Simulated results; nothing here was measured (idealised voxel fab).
Process module under the name voxel capacitor over wiring
Section shown: cut. Width: 255 nm. Cell size: 5 nm, square.
The cross-sections in this document take the form of a grid made of square cells. They are written out as bands, in order from top to bottom. Each band consists of one or more rows of cells.
Within each band entry, the heights of the top and of the bottom of the band appear first, in that order and in nm; the materials of the band then follow from left to right, each with its corresponding width in nm. The designation "all across" on a single material indicates that it fills the band from edge to edge; the designation "empty" indicates empty space.
Heights are expressed relative to 0, this being the level below which the as-received wafer comprises one material exclusively. The lowest band is unbounded in the downward direction and is denoted as in "from 0 down".
The two numbers in a width such as "30 to 40" mark its ends across the band: the first belongs to the top row of cells, the second to the bottom row, and from each row to the next the width moves by the same amount.
"nothing changed" -> step changed no cross-section cell.
Listed in "Fully enclosed voids": every empty space of 8 or more cells without an open way to the top. Form: width x height at distance, the distance being from the left edge, all in nm.
On each step's line, the part that comes after the settings is the simulator's own comment on the step.
"overlay nm" denotes, for a step that has a mask, the displacement of the mask to the right of its planned place, with negative values corresponding to the left.

BELOW IS THE LIST OF PLANNED PROCESS STEPS
1) RECEIVE, material Si
2) CONFORMAL_DEP, material SiO2, thk nm 15
3) DIRECTIONAL_DEP, material TiN, thk nm 5
4) DIRECTIONAL_DEP, material W, thk nm 15
5) PATTERN, tone cover, mask id METAL_1, material resist, width nm 20, pitch nm 70, thk nm 15, overlay nm 0
6) DIRECTIONAL_ETCH, etch materials W, depth nm 15
7) DIRECTIONAL_ETCH, etch materials TiN, depth nm 5
8) STRIP, etch materials resist
9) CONFORMAL_DEP, material SiN, thk nm 5
10) FILL_DEP, material lowk, thk nm 10
11) CMP, height nm 35
12) CONFORMAL_DEP, material SiCN, thk nm 5
13) DIRECTIONAL_DEP, material lowk, thk nm 20
14) DIRECTIONAL_DEP, material aC, thk nm 10
15) PATTERN, tone open, mask id PLUG_1, material resist, width nm 15, thk nm 25, overlay nm 0
16) DIRECTIONAL_ETCH, etch materials aC, depth nm 10
17) STRIP, etch materials resist
18) DIRECTIONAL_ETCH, etch materials lowk, depth nm 20
19) DIRECTIONAL_ETCH, etch materials SiCN, depth nm 5
20) STRIP, etch materials aC
21) CONFORMAL_DEP, material TiN, thk nm 5
22) FILL_DEP, material Ru, thk nm 10
23) CMP, height nm 60
24) DIRECTIONAL_DEP, material TiN, thk nm 10
25) DIRECTIONAL_DEP, material SiN, thk nm 5
26) DIRECTIONAL_DEP, material TiN, thk nm 5
27) PATTERN, tone cover, mask id UPPER_PLATE, material resist, width nm 55, thk nm 20, overlay nm 0
28) DIRECTIONAL_ETCH, etch materials TiN, depth nm 5
29) DIRECTIONAL_ETCH, etch materials SiN, depth nm 5
30) STRIP, etch materials resist
31) MASKED_ETCH, tone cover, mask id LOWER_PLATE, width nm 65, etch materials TiN, depth nm 10, overlay nm 0
32) FILL_DEP, material SiO2, thk nm 15
33) CMP, height nm 90
34) DIRECTIONAL_DEP, material aC, thk nm 15
35) PATTERN, tone open, mask id PLUG_2, material resist, width nm 15, thk nm 30, overlay nm 0
36) DIRECTIONAL_ETCH, etch materials aC, depth nm 15
37) STRIP, etch materials resist
38) DIRECTIONAL_ETCH, etch materials SiO2, depth nm 10
39) STRIP, etch materials aC
40) CONFORMAL_DEP, material TiN, thk nm 5
41) FILL_DEP, material Ru, thk nm 5
42) CMP, height nm 90
43) CONFORMAL_DEP, material SiCN, thk nm 5

CROSS-SECTION OF THE WAFER AS IT CAME TO US, I.E., ALREADY THROUGH STEP 1
> from 0 down: Si all across
> Fully enclosed voids: none

SECTIONED VIEW, FIRST OF TWO WAFERS, AT THE CLOSE OF THE MODULE, PROCESSED AS INTENDED IN THE PLAN
> from 95 to 90: SiCN all across
> from 90 to 85: SiO2 95; TiN 5; Ru 5; TiN 5; SiO2 145
> from 85 to 75: SiO2 95 to 85; TiN 15 to 55; SiO2 145 to 115
> from 75 to 70: SiO2 85; SiN 55; SiO2 115
> from 70 to 60: SiO2 80; TiN 65; SiO2 110
> from 60 to 40: lowk 85; TiN 5; Ru 5; TiN 5; lowk 155
> from 40 to 35: SiCN 85; TiN 15; SiCN 155
> from 35 to 20: lowk 75; SiN 5; W 20; SiN 5; lowk 40; SiN 5; W 20; SiN 5; lowk 80
> from 20 to 15: SiN 80; TiN 20; SiN 50; TiN 20; SiN 85
> from 15 to 0: SiO2 all across
> from 0 down: Si all across
> Fully enclosed voids: none

WAFER TWO CROSS-SECTION, MODULE END. START AND PLAN UNCHANGED FROM WAFER ONE; ONE MISTAKE MADE DURING THE RUN
> from 95 to 90: SiCN all across
> from 90 to 85: SiO2 95; TiN 5; Ru 5; TiN 5; SiO2 145
> from 85 to 75: SiO2 95 to 85; TiN 15 to 55; SiO2 145 to 115
> from 75 to 70: SiO2 85; SiN 55; SiO2 115
> from 70 to 60: SiO2 80; TiN 65; SiO2 110
> from 60 to 40: lowk 85; TiN 5; Ru 5; TiN 5; lowk 155
> from 40 to 35: SiCN 85; TiN 15; SiCN 155
> from 35 to 30: lowk 75; SiN 30; lowk 40; SiN 30; lowk 80
> from 30 to 20: lowk 75; SiN 5; W 20; SiN 5; lowk 40; SiN 5; W 20; SiN 5; lowk 80
> from 20 to 15: SiN 80; TiN 20; SiN 50; TiN 20; SiN 85
> from 15 to 0: SiO2 all across
> from 0 down: Si all across
> Fully enclosed voids: none
Here's what went sideways: step 4 went in with a setting other than planned; the actual run was DIRECTIONAL_DEP, material W, thk nm 10
Final comparison by cell count, materials where the second wafer has more or fewer than the first: SiN +8, W -8
